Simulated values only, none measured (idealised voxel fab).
Process module heading - voxel self aligned vias
Cross-section cut: width 235 nm, square cells of 5 nm.
Each cross-section below is a grid of square cells, stated as bands in top-down order, with one or more rows of cells making up each band.
Basically the band line says how high the top is and how high the bottom is, in nm, and then what's in it from left to right, every material with its width in nm. Empty space shows up as "air", and if a single material carries "throughout" it runs the full band edge to edge.
Heights are expressed relative to 0, this being the level below which the as-received wafer comprises one material exclusively. The lowest band is unbounded in the downward direction and is denoted as in "0 down".
With a width like "30..40", each row of cells in the band differs from the next by the same amount, the top row carrying the first number and the bottom row the second.
The cross-section has no changed cell in any step marked "nothing different".
"Closed empty spaces" - sealed voids, min. 8 cells, no opening to top; format: width x height at distance (distance from left edge; nm throughout).
Anything after a step's settings on that line? It's the simulator's own note about the step.
"overlay nm" answers the question of how far to the right of plan the mask lay on a step that has a mask, and when it is negative the answer is to the left.
For the reader: what remains of this document is a series of pairs, each showing a cross-section before one process step and a cross-section after that step which reaches down only to the lowest band that changed, with the step between them and its settings set out under the pair. It should not be assumed that a pair continues from the pair above it; the pairs can come from different runs of this module on the same starting wafer, and such continuity exists only where the entry headed "Pre-step profile" says so.

Pre-step profile:
    85 to 70: resist (70), air (30), resist (30), air (30), resist (75)
    70 to 50: lowk throughout
    50 to 45: lowk (75), SiN (20), lowk (40), SiN (20), lowk (80)
    45 to 25: lowk (75), TiN (5), Ru (10), TiN (5), lowk (40), TiN (5), Ru (10), TiN (5), lowk (80)
    25 to 20: lowk (75), TiN (20), lowk (40), TiN (20), lowk (80)
    20 to 15: SiCN throughout
    15 to 0: SiO2 throughout
    0 down: Si throughout
    Closed empty spaces: none

Post-Process View:
    85 to 70: resist (70), air (30), resist (30), air (30), resist (75)
    70 to 50: lowk (70), air (30), lowk (30), air (30), lowk (75)
    50 to 45: lowk (70), air (5), SiN (20), air (5), lowk (30), air (5), SiN (20), air (5), lowk (75)
    Below a height of 45, the structure has not been altered.
    Closed empty spaces: none
Link between the two cross-sections above: op DIRECTIONAL_ETCH | etch materials lowk | depth nm 25

Pre-step profile: the state before this step is the cross-section shown after the step in the pair just above.

Post-Process View:
    85 to 70: resist (70), air (30), resist (30), air (30), resist (75)
    70 to 45: lowk (70), air (30), lowk (30), air (30), lowk (75)
    Below a height of 45, the structure has not been altered.
    Closed empty spaces: none
Link between the two cross-sections above: op DIRECTIONAL_ETCH | etch materials SiN | depth nm 5

Pre-step profile: the state before this step is the cross-section shown after the step in the pair just above.

Post-Process View:
    70 to 45: lowk (70), air (30), lowk (30), air (30), lowk (75)
    Below a height of 45, the structure has not been altered.
    Closed empty spaces: none
Link between the two cross-sections above: op STRIP | etch materials resist

Pre-step profile: the state before this step is the cross-section shown after the step in the pair just above.

Post-Process View:
    75 to 70: TiN (75), air (20), TiN (40), air (20), TiN (80)
    70 to 50: lowk (70), TiN (5), air (20), TiN (5), lowk (30), TiN (5), air (20), TiN (5), lowk (75)
    50 to 45: lowk (70), TiN (30), lowk (30), TiN (30), lowk (75)
    Below a height of 45, the structure has not been altered.
    Closed empty spaces: none
Link between the two cross-sections above: op CONFORMAL_DEP | material TiN | thk nm 5

Pre-step profile: the state before this step is the cross-section shown after the step in the pair just above.

Post-Process View:
    85 to 75: Cu throughout
    75 to 70: TiN (75), Cu (20), TiN (40), Cu (20), TiN (80)
    70 to 50: lowk (70), TiN (5), Cu (20), TiN (5), lowk (30), TiN (5), Cu (20), TiN (5), lowk (75)
    Below a height of 50, the structure has not been altered.
    Closed empty spaces: none
Link between the two cross-sections above: op FILL_DEP | material Cu | thk nm 10

Pre-step profile: the state before this step is the cross-section shown after the step in the pair just above.

Post-Process View:
    70 to 50: lowk (70), TiN (5), Cu (20), TiN (5), lowk (30), TiN (5), Cu (20), TiN (5), lowk (75)
    Below a height of 50, the structure has not been altered.
    Closed empty spaces: none
Link between the two cross-sections above: op CMP | height nm 70

Pre-step profile: the state before this step is the cross-section shown after the step in the pair just above.

Post-Process View:
    75 to 70: SiCN throughout
    Below a height of 70, the structure has not been altered.
    Closed empty spaces: none
Link between the two cross-sections above: op CONFORMAL_DEP | material SiCN | thk nm 5

Pre-step profile:
    70 to 50: lowk throughout
    50 to 45: lowk (75), SiN (20), lowk (40), SiN (20), lowk (80)
    45 to 25: lowk (75), TiN (5), Ru (10), TiN (5), lowk (40), TiN (5), Ru (10), TiN (5), lowk (80)
    25 to 20: lowk (75), TiN (20), lowk (40), TiN (20), lowk (80)
    20 to 15: SiCN throughout
    15 to 0: SiO2 throughout
    0 down: Si throughout
    Closed empty spaces: none

Post-Process View:
    85 to 70: resist (65), air (40), resist (20), air (40), resist (70)
    Below a height of 70, the structure has not been altered.
    Closed empty spaces: none
Link between the two cross-sections above: op PATTERN | tone open | mask id VIAS | material resist | width nm 40 | pitch nm 60 | thk nm 15 | overlay nm 0

Pre-step profile: the state before this step is the cross-section shown after the step in the pair just above.

Post-Process View:
    85 to 70: resist (65), air (40), resist (20), air (40), resist (70)
    70 to 50: lowk (65), air (40), lowk (20), air (40), lowk (70)
    Below a height of 50, the structure has not been altered.
    Closed empty spaces: none
Link between the two cross-sections above: op DIRECTIONAL_ETCH | etch materials lowk | depth nm 20

Pre-step profile: the state before this step is the cross-section shown after the step in the pair just above.

Post-Process View:
    85 to 70: resist (65), air (40), resist (20), air (40), resist (70)
    70 to 50: lowk (65), air (40), lowk (20), air (40), lowk (70)
    50 to 45: lowk (75), air (20), lowk (40), air (20), lowk (80)
    Below a height of 45, the structure has not been altered.
    Closed empty spaces: none
Link between the two cross-sections above: op DIRECTIONAL_ETCH | etch materials SiN | depth nm 5

Pre-step profile: the state before this step is the cross-section shown after the step in the pair just above.

Post-Process View:
    70 to 50: lowk (65), air (40), lowk (20), air (40), lowk (70)
    Below a height of 50, the structure has not been altered.
    Closed empty spaces: none
Link between the two cross-sections above: op STRIP | etch materials resist

Pre-step profile: the state before this step is the cross-section shown after the step in the pair just above.

Post-Process View:
    75 to 70: TiN (70), air (30), TiN (30), air (30), TiN (75)
    70 to 55: lowk (65), TiN (5), air (30), TiN (5), lowk (20), TiN (5), air (30), TiN (5), lowk (70)
    55 to 50: lowk (65), TiN (15), air (10), TiN (15), lowk (20), TiN (15), air (10), TiN (15), lowk (70)
    50 to 45: lowk (75), TiN (20), lowk (40), TiN (20), lowk (80)
    Below a height of 45, the structure has not been altered.
    Closed empty spaces: none
Link between the two cross-sections above: op CONFORMAL_DEP | material TiN | thk nm 5

Pre-step profile: the state before this step is the cross-section shown after the step in the pair just above.

Post-Process View:
    85 to 75: Cu throughout
    75 to 70: TiN (70), Cu (30), TiN (30), Cu (30), TiN (75)
    70 to 55: lowk (65), TiN (5), Cu (30), TiN (5), lowk (20), TiN (5), Cu (30), TiN (5), lowk (70)
    55 to 50: lowk (65), TiN (15), Cu (10), TiN (15), lowk (20), TiN (15), Cu (10), TiN (15), lowk (70)
    Below a height of 50, the structure has not been altered.
    Closed empty spaces: none
Link between the two cross-sections above: op FILL_DEP | material Cu | thk nm 10

Pre-step profile: the state before this step is the cross-section shown after the step in the pair just above.

Post-Process View:
    70 to 55: lowk (65), TiN (5), Cu (30), TiN (5), lowk (20), TiN (5), Cu (30), TiN (5), lowk (70)
    Below a height of 55, the structure has not been altered.
    Closed empty spaces: none
Link between the two cross-sections above: op CMP | height nm 70

Pre-step profile: the state before this step is the cross-section shown after the step in the pair just above.

Post-Process View:
    75 to 70: SiCN throughout
    Below a height of 70, the structure has not been altered.
    Closed empty spaces: none
Link between the two cross-sections above: op CONFORMAL_DEP | material SiCN | thk nm 5

Pre-step profile:
    65 to 50: aC throughout
    50 to 20: lowk throughout
    20 to 15: SiCN throughout
    15 to 0: SiO2 throughout
    0 down: Si throughout
    Closed empty spaces: none

Post-Process View:
    100 to 65: resist (65), air (20), resist (40), air (20), resist (90)
    Below a height of 65, the structure has not been altered.
    Closed empty spaces: none
Link between the two cross-sections above: op PATTERN | tone open | mask id LINES | material resist | width nm 20 | pitch nm 60 | thk nm 35 | overlay nm -10

Pre-step profile: the state before this step is the cross-section shown after the step in the pair just above.

Post-Process View:
    85 to 65: resist (65), air (20), resist (40), air (20), resist (90)
    65 to 50: aC (65), air (20), aC (40), air (20), aC (90)
    Below a height of 50, the structure has not been altered.
    Closed empty spaces: none
Link between the two cross-sections above: op DIRECTIONAL_ETCH | etch materials aC | depth nm 15

Pre-step profile: the state before this step is the cross-section shown after the step in the pair just above.

Post-Process View:
    65 to 50: aC (65), air (20), aC (40), air (20), aC (90)
    Below a height of 50, the structure has not been altered.
    Closed empty spaces: none
Link between the two cross-sections above: op STRIP | etch materials resist

Pre-step profile: the state before this step is the cross-section shown after the step in the pair just above.

Post-Process View:
    65 to 50: aC (65), air (20), aC (40), air (20), aC (90)
    50 to 20: lowk (65), air (20), lowk (40), air (20), lowk (90)
    Below a height of 20, the structure has not been altered.
    Closed empty spaces: none
Link between the two cross-sections above: op DIRECTIONAL_ETCH | etch materials lowk | depth nm 30

Pre-step profile: the state before this step is the cross-section shown after the step in the pair just above.

Post-Process View:
    50 to 20: lowk (65), air (20), lowk (40), air (20), lowk (90)
    Below a height of 20, the structure has not been altered.
    Closed empty spaces: none
Link between the two cross-sections above: op STRIP | etch materials aC

Pre-step profile: the state before this step is the cross-section shown after the step in the pair just above.

Post-Process View:
    55 to 50: TiN (70), air (10), TiN (50), air (10), TiN (95)
    50 to 25: lowk (65), TiN (5), air (10), TiN (5), lowk (40), TiN (5), air (10), TiN (5), lowk (90)
    25 to 20: lowk (65), TiN (20), lowk (40), TiN (20), lowk (90)
    Below a height of 20, the structure has not been altered.
    Closed empty spaces: none
Link between the two cross-sections above: op CONFORMAL_DEP | material TiN | thk nm 5

Pre-step profile: the state before this step is the cross-section shown after the step in the pair just above.

Post-Process View:
    60 to 55: Ru throughout
    55 to 50: TiN (70), Ru (10), TiN (50), Ru (10), TiN (95)
    50 to 25: lowk (65), TiN (5), Ru (10), TiN (5), lowk (40), TiN (5), Ru (10), TiN (5), lowk (90)
    Below a height of 25, the structure has not been altered.
    Closed empty spaces: none
Link between the two cross-sections above: op FILL_DEP | material Ru | thk nm 5

Pre-step profile: the state before this step is the cross-section shown after the step in the pair just above.

Post-Process View:
    50 to 25: lowk (65), TiN (5), Ru (10), TiN (5), lowk (40), TiN (5), Ru (10), TiN (5), lowk (90)
    Below a height of 25, the structure has not been altered.
    Closed empty spaces: none
Link between the two cross-sections above: op CMP | height nm 50

Pre-step profile: the state before this step is the cross-section shown after the step in the pair just above.

Post-Process View:
    50 to 45: lowk (65), air (20), lowk (40), air (20), lowk (90)
    Below a height of 45, the structure has not been altered.
    Closed empty spaces: none
Link between the two cross-sections above: op SELECTIVE_ETCH | etch materials W Ru TiN | depth nm 5

Pre-step profile: the state before this step is the cross-section shown after the step in the pair just above.

Post-Process View:
    55 to 50: SiN throughout
    50 to 45: lowk (65), SiN (20), lowk (40), SiN (20), lowk (90)
    Below a height of 45, the structure has not been altered.
    Closed empty spaces: none
Link between the two cross-sections above: op FILL_DEP | material SiN | thk nm 5

Pre-step profile: the state before this step is the cross-section shown after the step in the pair just above.

Post-Process View:
    50 to 45: lowk (65), SiN (20), lowk (40), SiN (20), lowk (90)
    Below a height of 45, the structure has not been altered.
    Closed empty spaces: none
Link between the two cross-sections above: op CMP | height nm 50

Pre-step profile: the state before this step is the cross-section shown after the step in the pair just above.

Post-Process View:
    70 to 50: lowk throughout
    Below a height of 50, the structure has not been altered.
    Closed empty spaces: none
Link between the two cross-sections above: op DIRECTIONAL_DEP | material lowk | thk nm 20

Pre-step profile: the state before this step is the cross-section shown after the step in the pair just above.

Post-Process View:
    85 to 70: resist (70), air (30), resist (30), air (30), resist (75)
    Below a height of 70, the structure has not been altered.
    Closed empty spaces: none
Link between the two cross-sections above: op PATTERN | tone open | mask id VIAS | material resist | width nm 30 | pitch nm 60 | thk nm 15 | overlay nm 0

Pre-step profile: the state before this step is the cross-section shown after the step in the pair just above.

Post-Process View:
    85 to 70: resist (70), air (30), resist (30), air (30), resist (75)
    70 to 50: lowk (70), air (30), lowk (30), air (30), lowk (75)
    Below a height of 50, the structure has not been altered.
    Closed empty spaces: none
Link between the two cross-sections above: op DIRECTIONAL_ETCH | etch materials lowk | depth nm 20

Pre-step profile: the state before this step is the cross-section shown after the step in the pair just above.

Post-Process View:
    85 to 70: resist (70), air (30), resist (30), air (30), resist (75)
    70 to 50: lowk (70), air (30), lowk (30), air (30), lowk (75)
    50 to 45: lowk (65), SiN (5), air (15), lowk (40), SiN (5), air (15), lowk (90)
    Below a height of 45, the structure has not been altered.
    Closed empty spaces: none
Link between the two cross-sections above: op DIRECTIONAL_ETCH | etch materials SiN | depth nm 5

Pre-step profile: the state before this step is the cross-section shown after the step in the pair just above.

Post-Process View:
    70 to 50: lowk (70), air (30), lowk (30), air (30), lowk (75)
    Below a height of 50, the structure has not been altered.
    Closed empty spaces: none
Link between the two cross-sections above: op STRIP | etch materials resist

Pre-step profile: the state before this step is the cross-section shown after the step in the pair just above.

Post-Process View:
    75 to 70: TiN (75), air (20), TiN (40), air (20), TiN (80)
    70 to 55: lowk (70), TiN (5), air (20), TiN (5), lowk (30), TiN (5), air (20), TiN (5), lowk (75)
    55 to 50: lowk (70), TiN (5), air (5), TiN (20), lowk (30), TiN (5), air (5), TiN (20), lowk (75)
    50 to 45: lowk (65), SiN (5), TiN (15), lowk (40), SiN (5), TiN (15), lowk (90)
    Below a height of 45, the structure has not been altered.
    Closed empty spaces: none
Link between the two cross-sections above: op CONFORMAL_DEP | material TiN | thk nm 5

Pre-step profile: the state before this step is the cross-section shown after the step in the pair just above.

Post-Process View:
    85 to 75: Cu throughout
    75 to 70: TiN (75), Cu (20), TiN (40), Cu (20), TiN (80)
    70 to 55: lowk (70), TiN (5), Cu (20), TiN (5), lowk (30), TiN (5), Cu (20), TiN (5), lowk (75)
    55 to 50: lowk (70), TiN (5), Cu (5), TiN (20), lowk (30), TiN (5), Cu (5), TiN (20), lowk (75)
    Below a height of 50, the structure has not been altered.
    Closed empty spaces: none
Link between the two cross-sections above: op FILL_DEP | material Cu | thk nm 10

Pre-step profile: the state before this step is the cross-section shown after the step in the pair just above.

Post-Process View:
    70 to 55: lowk (70), TiN (5), Cu (20), TiN (5), lowk (30), TiN (5), Cu (20), TiN (5), lowk (75)
    Below a height of 55, the structure has not been altered.
    Closed empty spaces: none
Link between the two cross-sections above: op CMP | height nm 70

Pre-step profile: the state before this step is the cross-section shown after the step in the pair just above.

Post-Process View:
    75 to 70: SiCN throughout
    Below a height of 70, the structure has not been altered.
    Closed empty spaces: none
Link between the two cross-sections above: op CONFORMAL_DEP | material SiCN | thk nm 5

Pre-step profile:
    70 to 55: lowk (70), TiN (5), Cu (20), TiN (5), lowk (30), TiN (5), Cu (20), TiN (5), lowk (75)
    55 to 50: lowk (70), TiN (10), Cu (10), TiN (10), lowk (30), TiN (10), Cu (10), TiN (10), lowk (75)
    50 to 45: lowk (75), TiN (20), lowk (40), TiN (20), lowk (80)
    45 to 25: lowk (75), TiN (5), Ru (10), TiN (5), lowk (40), TiN (5), Ru (10), TiN (5), lowk (80)
    25 to 20: lowk (75), TiN (20), lowk (40), TiN (20), lowk (80)
    20 to 15: SiCN throughout
    15 to 0: SiO2 throughout
    0 down: Si throughout
    Closed empty spaces: none

Post-Process View:
    75 to 70: SiO2 throughout
    Below a height of 70, the structure has not been altered.
    Closed empty spaces: none
Link between the two cross-sections above: op CONFORMAL_DEP | material SiO2 | thk nm 5

Pre-step profile:
    65 to 50: aC throughout
    50 to 20: lowk throughout
    20 to 15: SiCN throughout
    15 to 0: SiO2 throughout
    0 down: Si throughout
    Closed empty spaces: none

Post-Process View:
    100 to 65: air (75), resist (20), air (40), resist (20), air (80)
    Below a height of 65, the structure has not been altered.
    Closed empty spaces: none
Link between the two cross-sections above: op PATTERN | tone cover | mask id LINES | material resist | width nm 20 | pitch nm 60 | thk nm 35 | overlay nm 0

Pre-step profile: the state before this step is the cross-section shown after the step in the pair just above.

Post-Process View:
    85 to 65: air (75), resist (20), air (40), resist (20), air (80)
    65 to 50: air (75), aC (20), air (40), aC (20), air (80)
    Below a height of 50, the structure has not been altered.
    Closed empty spaces: none
Link between the two cross-sections above: op DIRECTIONAL_ETCH | etch materials aC | depth nm 15

Pre-step profile: the state before this step is the cross-section shown after the step in the pair just above.

Post-Process View:
    65 to 50: air (75), aC (20), air (40), aC (20), air (80)
    Below a height of 50, the structure has not been altered.
    Closed empty spaces: none
Link between the two cross-sections above: op STRIP | etch materials resist

Pre-step profile: the state before this step is the cross-section shown after the step in the pair just above.

Post-Process View:
    65 to 50: air (75), aC (20), air (40), aC (20), air (80)
    50 to 20: air (75), lowk (20), air (40), lowk (20), air (80)
    Below a height of 20, the structure has not been altered.
    Closed empty spaces: none
Link between the two cross-sections above: op DIRECTIONAL_ETCH | etch materials lowk | depth nm 30

Pre-step profile: the state before this step is the cross-section shown after the step in the pair just above.

Post-Process View:
    50 to 20: air (75), lowk (20), air (40), lowk (20), air (80)
    Below a height of 20, the structure has not been altered.
    Closed empty spaces: none
Link between the two cross-sections above: op STRIP | etch materials aC

Pre-step profile: the state before this step is the cross-section shown after the step in the pair just above.

Post-Process View:
    55 to 50: air (70), TiN (30), air (30), TiN (30), air (75)
    50 to 25: air (70), TiN (5), lowk (20), TiN (5), air (30), TiN (5), lowk (20), TiN (5), air (75)
    25 to 20: TiN (75), lowk (20), TiN (40), lowk (20), TiN (80)
    Below a height of 20, the structure has not been altered.
    Closed empty spaces: none
Link between the two cross-sections above: op CONFORMAL_DEP | material TiN | thk nm 5

Pre-step profile: the state before this step is the cross-section shown after the step in the pair just above.

Post-Process View:
    60 to 55: Ru throughout
    55 to 50: Ru (70), TiN (30), Ru (30), TiN (30), Ru (75)
    50 to 25: Ru (70), TiN (5), lowk (20), TiN (5), Ru (30), TiN (5), lowk (20), TiN (5), Ru (75)
    Below a height of 25, the structure has not been altered.
    Closed empty spaces: none
Link between the two cross-sections above: op FILL_DEP | material Ru | thk nm 5

Pre-step profile: the state before this step is the cross-section shown after the step in the pair just above.

Post-Process View:
    50 to 25: Ru (70), TiN (5), lowk (20), TiN (5), Ru (30), TiN (5), lowk (20), TiN (5), Ru (75)
    Below a height of 25, the structure has not been altered.
    Closed empty spaces: none
Link between the two cross-sections above: op CMP | height nm 50

Pre-step profile: the state before this step is the cross-section shown after the step in the pair just above.

Post-Process View:
    50 to 45: air (75), lowk (20), air (40), lowk (20), air (80)
    Below a height of 45, the structure has not been altered.
    Closed empty spaces: none
Link between the two cross-sections above: op SELECTIVE_ETCH | etch materials W Ru TiN | depth nm 5

Pre-step profile: the state before this step is the cross-section shown after the step in the pair just above.

Post-Process View:
    55 to 50: SiN throughout
    50 to 45: SiN (75), lowk (20), SiN (40), lowk (20), SiN (80)
    Below a height of 45, the structure has not been altered.
    Closed empty spaces: none
Link between the two cross-sections above: op FILL_DEP | material SiN | thk nm 5

Pre-step profile: the state before this step is the cross-section shown after the step in the pair just above.

Post-Process View:
    50 to 45: SiN (75), lowk (20), SiN (40), lowk (20), SiN (80)
    Below a height of 45, the structure has not been altered.
    Closed empty spaces: none
Link between the two cross-sections above: op CMP | height nm 50

Pre-step profile: the state before this step is the cross-section shown after the step in the pair just above.

Post-Process View:
    70 to 50: lowk throughout
    Below a height of 50, the structure has not been altered.
    Closed empty spaces: none
Link between the two cross-sections above: op DIRECTIONAL_DEP | material lowk | thk nm 20

Pre-step profile: the state before this step is the cross-section shown after the step in the pair just above.

Post-Process View:
    85 to 70: resist (70), air (30), resist (30), air (30), resist (75)
    Below a height of 70, the structure has not been altered.
    Closed empty spaces: none
Link between the two cross-sections above: op PATTERN | tone open | mask id VIAS | material resist | width nm 30 | pitch nm 60 | thk nm 15 | overlay nm 0

Pre-step profile: the state before this step is the cross-section shown after the step in the pair just above.

Post-Process View:
    85 to 70: resist (70), air (30), resist (30), air (30), resist (75)
    70 to 50: lowk (70), air (30), lowk (30), air (30), lowk (75)
    Below a height of 50, the structure has not been altered.
    Closed empty spaces: none
Link between the two cross-sections above: op DIRECTIONAL_ETCH | etch materials lowk | depth nm 20

Pre-step profile: the state before this step is the cross-section shown after the step in the pair just above.

Post-Process View:
    85 to 70: resist (70), air (30), resist (30), air (30), resist (75)
    70 to 50: lowk (70), air (30), lowk (30), air (30), lowk (75)
    50 to 45: SiN (70), air (5), lowk (20), air (5), SiN (30), air (5), lowk (20), air (5), SiN (75)
    Below a height of 45, the structure has not been altered.
    Closed empty spaces: none
Link between the two cross-sections above: op DIRECTIONAL_ETCH | etch materials SiN | depth nm 5

Pre-step profile: the state before this step is the cross-section shown after the step in the pair just above.

Post-Process View:
    70 to 50: lowk (70), air (30), lowk (30), air (30), lowk (75)
    Below a height of 50, the structure has not been altered.
    Closed empty spaces: none
Link between the two cross-sections above: op STRIP | etch materials resist

Pre-step profile: the state before this step is the cross-section shown after the step in the pair just above.

Post-Process View:
    75 to 70: TiN (75), air (20), TiN (40), air (20), TiN (80)
    70 to 55: lowk (70), TiN (5), air (20), TiN (5), lowk (30), TiN (5), air (20), TiN (5), lowk (75)
    55 to 50: lowk (70), TiN (30), lowk (30), TiN (30), lowk (75)
    50 to 45: SiN (70), TiN (5), lowk (20), TiN (5), SiN (30), TiN (5), lowk (20), TiN (5), SiN (75)
    Below a height of 45, the structure has not been altered.
    Closed empty spaces: none
Link between the two cross-sections above: op CONFORMAL_DEP | material TiN | thk nm 5

Pre-step profile: the state before this step is the cross-section shown after the step in the pair just above.

Post-Process View:
    85 to 75: Cu throughout
    75 to 70: TiN (75), Cu (20), TiN (40), Cu (20), TiN (80)
    70 to 55: lowk (70), TiN (5), Cu (20), TiN (5), lowk (30), TiN (5), Cu (20), TiN (5), lowk (75)
    Below a height of 55, the structure has not been altered.
    Closed empty spaces: none
Link between the two cross-sections above: op FILL_DEP | material Cu | thk nm 10

Pre-step profile: the state before this step is the cross-section shown after the step in the pair just above.

Post-Process View:
    70 to 55: lowk (70), TiN (5), Cu (20), TiN (5), lowk (30), TiN (5), Cu (20), TiN (5), lowk (75)
    Below a height of 55, the structure has not been altered.
    Closed empty spaces: none
Link between the two cross-sections above: op CMP | height nm 70

Pre-step profile: the state before this step is the cross-section shown after the step in the pair just above.

Post-Process View:
    75 to 70: SiCN throughout
    Below a height of 70, the structure has not been altered.
    Closed empty spaces: none
Link between the two cross-sections above: op CONFORMAL_DEP | material SiCN | thk nm 5
